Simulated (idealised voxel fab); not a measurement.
process module | voxel wiring stack
cross-section cut | 225 nm wide | cells 5 nm
A cross-section is a grid of square cells, given in bands from the top down. A band is one or more rows of cells.
Each band's line starts with the height of the band's top and of its bottom, in nm. Then come its materials from left to right, each with its width in nm. One material with "throughout" fills the band from edge to edge. "air" is empty space.
Height 0 is the level under which the wafer as received is all one material. The lowest band goes on downwards, as in "0 down".
A width such as "30 to 40" changes by the same amount from each row of cells to the next, from the band's top row to its bottom row.
"no change" after a step means that no cell of the cross-section changed.
closed voids: empty space of 8 cells or more with no open way to the top, each as width x height at its distance from the left edge, in nm
after a step's settings: what the simulator itself notes on the step
overlay nm, on a step with a mask: how far to the right of its planned place the mask lay; to the left if negative
plan
1 op RECEIVE | material Si
2 op CONFORMAL_DEP | material SiO2 | thk nm 10
3 op DIRECTIONAL_DEP | material TiN | thk nm 5
4 op DIRECTIONAL_DEP | material Ru | thk nm 15
5 op PATTERN | tone cover | mask id METAL_1 | material resist | width nm 25 | pitch nm 45 | thk nm 20 | overlay nm 0
6 op DIRECTIONAL_ETCH | etch materials Ru | depth nm 15
7 op DIRECTIONAL_ETCH | etch materials TiN | depth nm 5
8 op STRIP | etch materials resist
9 op FILL_DEP | material lowk | thk nm 5
10 op CMP | height nm 30
11 op CONFORMAL_DEP | material SiCN | thk nm 5
12 op DIRECTIONAL_DEP | material lowk | thk nm 30
13 op MASKED_ETCH | tone open | mask id METAL_2_HOLES | width nm 15 | pitch nm 45 | etch materials lowk | depth nm 30 | overlay nm 0
14 op MASKED_ETCH | tone open | mask id METAL_2 | width nm 25 | pitch nm 45 | etch materials lowk | depth nm 20 | overlay nm 0
15 op MASKED_ETCH | tone open | mask id METAL_2 | width nm 25 | pitch nm 45 | etch materials SiCN | depth nm 5 | overlay nm 0
16 op CONFORMAL_DEP | material TiN | thk nm 5
17 op FILL_DEP | material Cu | thk nm 5
18 op CMP | height nm 65
19 op CONFORMAL_DEP | material SiN | thk nm 5
as received, after step 1
  0 down: Si throughout
  closed voids: none
a wafer at the end: this start, this plan, one mistake
  70 to 65: SiN throughout
  65 to 50: lowk 55 | TiN 5 | Cu 15 | TiN 5 | lowk 20 | TiN 5 | Cu 15 | TiN 5 | lowk 20 | TiN 5 | Cu 15 | TiN 5 | lowk 55
  50 to 45: lowk 55 | TiN 5 | Cu 5 | TiN 15 | lowk 20 | TiN 5 | Cu 5 | TiN 15 | lowk 20 | TiN 5 | Cu 5 | TiN 15 | lowk 55
  45 to 35: lowk 55 | TiN 5 | Cu 5 | TiN 5 | lowk 30 | TiN 5 | Cu 5 | TiN 5 | lowk 30 | TiN 5 | Cu 5 | TiN 5 | lowk 65
  35 to 30: SiCN 55 | TiN 15 | SiCN 30 | TiN 15 | SiCN 30 | TiN 15 | SiCN 65
  30 to 25: lowk throughout
  25 to 10: lowk 55 | Ru 25 | lowk 20 | Ru 25 | lowk 20 | Ru 25 | lowk 55
  10 to 0: SiO2 throughout
  0 down: Si throughout
  closed voids: none
what went wrong: step 3 was left out
